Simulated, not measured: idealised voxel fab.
This is a process module. Its name is voxel air gaps.
Cross-section cut: width 290 nm, square cells of 5 nm.
We lay out every cross-section as a grid of square cells and spell it out in bands from the top down, where one band means one or more rows of cells. First you get the band's top height and its bottom height, in nm, and then the materials it's made of, left to right, with each width in nm. If you see a single material with "everywhere", that one covers the band edge to edge. "empty" is empty space. Heights are expressed relative to 0, this being the level below which the as-received wafer comprises one material exclusively. The lowest band is unbounded in the downward direction and is denoted as in "from 0 down". The width entry "30..40" should be interpreted row by row: the top row of cells in the band takes the first number, the bottom row takes the second number, and the change between adjacent rows is uniform throughout. The cross-section has no changed cell in any step marked "nothing got changed". Heads up: "Sealed-off cavities" only lists the empty pockets with no open path to the top that are 8 cells or more, and it writes them as width x height at distance, distance from the left edge, in nm. Post-settings text on a step line: simulator's own remark regarding the step. The line of a step may include "overlay nm". On a step with a mask, this value is how far to the right of its planned place the mask lay. A negative value means the mask lay to the left.
Here's what the planned process steps look like
1) RECEIVE,material Si
2) CONFORMAL_DEP,material SiO2,thk nm 15
3) CONFORMAL_DEP,material SiN,thk nm 5
4) DIRECTIONAL_DEP,material lowk,thk nm 35
5) MASKED_ETCH,tone open,mask id LINES,width nm 20,pitch nm 50,etch materials lowk,depth nm 35,overlay nm 0
6) CONFORMAL_DEP,material TiN,thk nm 5
7) FILL_DEP,material Cu,thk nm 10
8) CMP,height nm 55
9) EPI,material Ru,thk nm 10
10) SELECTIVE_ETCH,etch materials lowk,depth nm 45
11) CONFORMAL_DEP,material SiCN,thk nm 5
Delivered wafer in cross-section: state after step 1
* from 0 down: Si everywhere
* Sealed-off cavities: none
End state of the module in cross-section, given the above starting point and plan and one mistake in execution
* from 70 to 65: 40 of empty, then 200 of SiCN, then 50 of empty
* from 65 to 55: 40 of empty, then 5 of SiCN, then 40 of Ru, then 10 of SiCN, then 40 of Ru, then 10 of SiCN, then 40 of Ru, then 10 of SiCN, then 40 of Ru, then 5 of SiCN, then 50 of empty
* from 55 to 50: 40 of empty, then 15 of SiCN, then 5 of TiN, then 10 of Cu, then 5 of TiN, then 30 of SiCN, then 5 of TiN, then 10 of Cu, then 5 of TiN, then 30 of SiCN, then 5 of TiN, then 10 of Cu, then 5 of TiN, then 30 of SiCN, then 5 of TiN, then 10 of Cu, then 5 of TiN, then 15 of SiCN, then 50 of empty
* from 50 to 25: 50 of empty, then 5 of SiCN, then 5 of TiN, then 10 of Cu, then 5 of TiN, then 5 of SiCN, then 20 of empty, then 5 of SiCN, then 5 of TiN, then 10 of Cu, then 5 of TiN, then 5 of SiCN, then 20 of empty, then 5 of SiCN, then 5 of TiN, then 10 of Cu, then 5 of TiN, then 5 of SiCN, then 20 of empty, then 5 of SiCN, then 5 of TiN, then 10 of Cu, then 5 of TiN, then 5 of SiCN, then 60 of empty
* from 25 to 20: 55 of SiCN, then 20 of TiN, then 30 of SiCN, then 20 of TiN, then 30 of SiCN, then 20 of TiN, then 30 of SiCN, then 20 of TiN, then 65 of SiCN
* from 20 to 15: SiN everywhere
* from 15 to 0: SiO2 everywhere
* from 0 down: Si everywhere
* Sealed-off cavities: 20 x 25 at 80; 20 x 25 at 130; 20 x 25 at 180
Want to know what went wrong? step 5 did not happen as planned, as run it was MASKED_ETCH,tone open,mask id LINES,width nm 20,pitch nm 50,etch materials lowk,depth nm 35,overlay nm -5
